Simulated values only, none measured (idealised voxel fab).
A process module follows: voxel fin reveal.
Square cells of 5 nm make up the cross-section cut, whose width is 245 nm.
If you're reading a cross-section in this doc, picture square cells in a grid; it comes to you as bands, top ones listed first down to the bottom, and a band can be one or more rows of cells. A band entry consists of two parts. The first gives the height of the band's top and the height of its bottom, in nm. The rest lists the band's materials from left to right, each with its width in nm. A single material labelled with the word "edge to edge" fills the band from edge to edge, and the word "blank" marks empty space. Heights are measured from 0, the level below which the as-received wafer is all one material; the lowest band has no bottom and continues downward, written as in "from 0 down". Note: "30..40" means the width goes from the first number (top row of the band) to the second number (bottom row) in equal steps per row of cells. Given "all unchanged" for a step, no cell of the cross-section differs between before and after that step. "Closed empty spaces" - sealed voids, min. 8 cells, no opening to top; format: width x height at distance (distance from left edge; nm throughout). Step line, after settings: the simulator's comment on this step. A step's line can hold "overlay nm"; with a mask on that step, the setting says how far right of the planned place the mask lay, while a negative setting says it lay to the left.

[Set out below are the planned steps of the process]
| 1 | RECEIVE (material Si) |
| 2 | CONFORMAL_DEP (material SiN; thk nm 10) |
| 3 | PATTERN (tone cover; mask id FINS; material resist; width nm 15; pitch nm 40; thk nm 15; overlay nm 0) |
| 4 | DIRECTIONAL_ETCH (etch materials SiN; depth nm 10) |
| 5 | DIRECTIONAL_ETCH (etch materials Si; depth nm 40) |
| 6 | STRIP (etch materials resist) |
| 7 | OXIDIZE (depth nm 5) |
| 8 | FILL_DEP (material SiO2; thk nm 10) |
| 9 | CMP (height nm 10) |
| 10 | SELECTIVE_ETCH (etch materials SiO2; depth nm 35) |
| 11 | STRIP (etch materials SiN) |
| 12 | CONFORMAL_DEP (material HfO2; thk nm 5) |

[First out of two wafers; run went to plan]

[As-received wafer cross-section (after step 1)]
from 0 down | Si edge to edge
Closed empty spaces: none

[The wafer in cross-section once step 2 is complete]
from 10 to 0 | SiN edge to edge
Under the height 0 nothing was changed.

[The wafer in cross-section once step 3 is complete]
from 25 to 10 | blank (75)  resist (15)  blank (25)  resist (15)  blank (25)  resist (15)  blank (75)
Under the height 10 nothing was changed.

[The wafer in cross-section once step 4 is complete]
from 25 to 10 | blank (75)  resist (15)  blank (25)  resist (15)  blank (25)  resist (15)  blank (75)
from 10 to 0 | blank (75)  SiN (15)  blank (25)  SiN (15)  blank (25)  SiN (15)  blank (75)
Under the height 0 nothing was changed.

[The wafer in cross-section once step 5 is complete]
from 25 to 10 | blank (75)  resist (15)  blank (25)  resist (15)  blank (25)  resist (15)  blank (75)
from 10 to 0 | blank (75)  SiN (15)  blank (25)  SiN (15)  blank (25)  SiN (15)  blank (75)
from 0 to -40 | blank (75)  Si (15)  blank (25)  Si (15)  blank (25)  Si (15)  blank (75)
Under the height -40 nothing was changed.

[The wafer in cross-section once step 6 is complete]
from 10 to 0 | blank (75)  SiN (15)  blank (25)  SiN (15)  blank (25)  SiN (15)  blank (75)
Under the height 0 nothing was changed.

[The wafer in cross-section once step 7 is complete]
from 10 to 0 | blank (75)  SiN (15)  blank (25)  SiN (15)  blank (25)  SiN (15)  blank (75)
from 0 to -40 | blank (75)  SiO2 (5)  Si (5)  SiO2 (5)  blank (25)  SiO2 (5)  Si (5)  SiO2 (5)  blank (25)  SiO2 (5)  Si (5)  SiO2 (5)  blank (75)
from -40 to -45 | SiO2 (80)  Si (5)  SiO2 (35)  Si (5)  SiO2 (35)  Si (5)  SiO2 (80)
Under the height -45 nothing was changed.

[The wafer in cross-section once step 8 is complete]
from 20 to 10 | SiO2 edge to edge
from 10 to 0 | SiO2 (75)  SiN (15)  SiO2 (25)  SiN (15)  SiO2 (25)  SiN (15)  SiO2 (75)
from 0 to -45 | SiO2 (80)  Si (5)  SiO2 (35)  Si (5)  SiO2 (35)  Si (5)  SiO2 (80)
Under the height -45 nothing was changed.

[The wafer in cross-section once step 9 is complete]
from 10 to 0 | SiO2 (75)  SiN (15)  SiO2 (25)  SiN (15)  SiO2 (25)  SiN (15)  SiO2 (75)
Under the height 0 nothing was changed.

[The wafer in cross-section once step 10 is complete]
from 10 to 0 | blank (75)  SiN (15)  blank (25)  SiN (15)  blank (25)  SiN (15)  blank (75)
from 0 to -25 | blank (80)  Si (5)  blank (35)  Si (5)  blank (35)  Si (5)  blank (80)
Under the height -25 nothing was changed.

[The wafer in cross-section once step 11 is complete]
from 0 to -25 | blank (80)  Si (5)  blank (35)  Si (5)  blank (35)  Si (5)  blank (80)
Under the height -25 nothing was changed.

[The wafer in cross-section once step 12 is complete]
from 5 to 0 | blank (75)  HfO2 (15)  blank (25)  HfO2 (15)  blank (25)  HfO2 (15)  blank (75)
from 0 to -20 | blank (75)  HfO2 (5)  Si (5)  HfO2 (5)  blank (25)  HfO2 (5)  Si (5)  HfO2 (5)  blank (25)  HfO2 (5)  Si (5)  HfO2 (5)  blank (75)
from -20 to -25 | HfO2 (80)  Si (5)  HfO2 (35)  Si (5)  HfO2 (35)  Si (5)  HfO2 (80)
Under the height -25 nothing was changed.

[Now the other wafer: same start, same recipe, but we messed up one thing when running it. Up to and including step 9 it's the same as the first one]

[What the second wafer looks like in cross-section when step 10 should have wrapped up]
from 10 to 0 | blank (75)  SiN (15)  blank (25)  SiN (15)  blank (25)  SiN (15)  blank (75)
from 0 to -45 | blank (80)  Si (5)  blank (35)  Si (5)  blank (35)  Si (5)  blank (80)
Under the height -45 nothing was changed.

[What the second wafer looks like in cross-section when step 11 should have wrapped up]
from 0 to -45 | blank (80)  Si (5)  blank (35)  Si (5)  blank (35)  Si (5)  blank (80)
Under the height -45 nothing was changed.

[What the second wafer looks like in cross-section when step 12 should have wrapped up]
from 5 to 0 | blank (75)  HfO2 (15)  blank (25)  HfO2 (15)  blank (25)  HfO2 (15)  blank (75)
from 0 to -40 | blank (75)  HfO2 (5)  Si (5)  HfO2 (5)  blank (25)  HfO2 (5)  Si (5)  HfO2 (5)  blank (25)  HfO2 (5)  Si (5)  HfO2 (5)  blank (75)
from -40 to -45 | HfO2 (80)  Si (5)  HfO2 (35)  Si (5)  HfO2 (35)  Si (5)  HfO2 (80)
Under the height -45 nothing was changed.
Short version of what went wrong: step 10 of the plan was twice carried out
Per the end-of-run cell counts, the second wafer holds more or fewer of some materials than the first: +24 HfO2; -184 SiO2
